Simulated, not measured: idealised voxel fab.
Proc. module: voxel tone inversion
200 nm wide, 5 nm square cells: that's cross-section cut.
Notation: cross-section as square-cell grid; stated in bands, top first, going down; one or more cell rows per band.
What a band's entry tells you: where the top is and where the bottom is, as heights in nm, and after that what lies inside, material by material from left to right, each with its width in nm. Empty space is written as the word "air", and a single material marked with the word "full width" occupies the band from edge to edge.
The level at which height equals 0 is the one under which the wafer, as it arrives, is entirely one material. No lower edge exists for the bottom band, which continues downward and is notated as in "0..down".
So if you see something like "30 to 40" for the width, read it as the top row of the band sitting at the first number and the bottom row at the second, with every row in between moving by the same amount as the last.
Reading "changes: none" for a step: not a cell of the cross-section changed in it.
You'll see "Trapped voids" listing empty spaces that have no way open to the top, as long as they're 8 cells or more; the notation is width x height at distance, where the distance is from the left edge, and all of it is in nm.
The remark found on a step's line after its settings is issued by the simulator itself and pertains to that step.
"overlay nm" answers the question of how far to the right of plan the mask lay on a step that has a mask, and when it is negative the answer is to the left.
-- plan
1) RECEIVE: material Si
2) CONFORMAL_DEP: material SiN, thk nm 5
3) DIRECTIONAL_DEP: material aC, thk nm 20
4) PATTERN: tone cover, mask id POSTS, material resist, width nm 20, pitch nm 35, thk nm 30, overlay nm 0
5) DIRECTIONAL_ETCH: etch materials aC, depth nm 20
6) STRIP: etch materials resist
7) FILL_DEP: material SiO2, thk nm 10
8) CMP: height nm 25
9) STRIP: etch materials aC
10) CONFORMAL_DEP: material TiN, thk nm 5
11) FILL_DEP: material W, thk nm 10
12) CMP: height nm 25
13) CONFORMAL_DEP: material SiCN, thk nm 5
-- Wafer as received: cross-section following step 1
> 0..down: Si full width
> Trapped voids: none
-- End-of-module XS, first of two wafers, run as planned
> 30..25: SiCN full width
> 25..10: SiO2 55 nm / TiN 5 nm / W 10 nm / TiN 5 nm / SiO2 15 nm / TiN 5 nm / W 10 nm / TiN 5 nm / SiO2 15 nm / TiN 5 nm / W 10 nm / TiN 5 nm / SiO2 55 nm
> 10..5: SiO2 55 nm / TiN 20 nm / SiO2 15 nm / TiN 20 nm / SiO2 15 nm / TiN 20 nm / SiO2 55 nm
> 5..0: SiN full width
> 0..down: Si full width
> Trapped voids: none
-- Now the second wafer, cross-sectioned at the end of the module. Nothing different at the start, nothing different in the plan compared with the first, just one mistake when it was actually run
> 45..40: SiCN full width
> 40..30: W full width
> 30..25: TiN 60 nm / W 10 nm / TiN 25 nm / W 10 nm / TiN 25 nm / W 10 nm / TiN 60 nm
> 25..10: SiO2 55 nm / TiN 5 nm / W 10 nm / TiN 5 nm / SiO2 15 nm / TiN 5 nm / W 10 nm / TiN 5 nm / SiO2 15 nm / TiN 5 nm / W 10 nm / TiN 5 nm / SiO2 55 nm
> 10..5: SiO2 55 nm / TiN 20 nm / SiO2 15 nm / TiN 20 nm / SiO2 15 nm / TiN 20 nm / SiO2 55 nm
> 5..0: SiN full width
> 0..down: Si full width
> Trapped voids: none
Diagnosis: step 12 of the plan was excluded from execution and never run
at the end the second wafer has, in cells: +34 TiN | +86 W
